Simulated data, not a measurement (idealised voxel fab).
Module name: voxel tone inversion (process module)
The cross-section shown here is cut; it is 300 nm wide and divided into square cells measuring 5 nm on a side.
Think of the cross-section as a grid of square cells. We describe it in bands, top to bottom, and each band covers one or more rows of those cells.
Look at the band entry: it leads with the top's height and the bottom's height in nm. Then it lists the materials left to right, with a width in nm for each. The word "throughout" on a single material says that material fills the band edge to edge. The word "blank" is empty space.
Where do heights start? At 0: under that level the wafer as delivered is made of one material only. And the lowest band has no floor; it just carries on downward, as in "0 -> down".
You'd read "30 to 40" like this: the band's top row of cells is as wide as the first number, its bottom row is as wide as the second, and going down, every row changes width by the same amount as the row before did.
What does "same as before" mean for a step? It means no cell of the cross-section changed in that step.
What "Closed void register" gives you is every empty space of 8 cells or more that is cut off from the top. Each appears as width x height at distance, with the distance taken from the left edge and width, height and distance all in nm.
after a step's settings: what the simulator itself notes on the step
What "overlay nm" on a step's line means: if the step has a mask, that mask lay this far to the right of its planned place, or, when the value is negative, to the left.
**Process steps - plan**
1: RECEIVE [material Si]
2: CONFORMAL_DEP [material SiN] [thk nm 10]
3: DIRECTIONAL_DEP [material aC] [thk nm 25]
4: PATTERN [tone cover] [mask id POSTS] [material resist] [width nm 20] [pitch nm 35] [thk nm 35] [overlay nm 0]
5: DIRECTIONAL_ETCH [etch materials aC] [depth nm 25]
6: STRIP [etch materials resist]
7: FILL_DEP [material SiO2] [thk nm 5]
8: CMP [height nm 35]
9: STRIP [etch materials aC]
**Received-state cross-section, reflecting completion of step 1**
  0 -> down | Si throughout
  Closed void register: none
**Final cross-section, module run with one mistake (start and plan as above)**
  35 -> 10 | 120 SiO2 / 20 blank / 15 SiO2 / 20 blank / 125 SiO2
  10 -> 0 | SiO2 throughout
  0 -> down | Si throughout
  Closed void register: none
Against the plan, the run slipped here: the process deviated at step 2: the operation and settings actually run there were CONFORMAL_DEP [material SiO2] [thk nm 10]
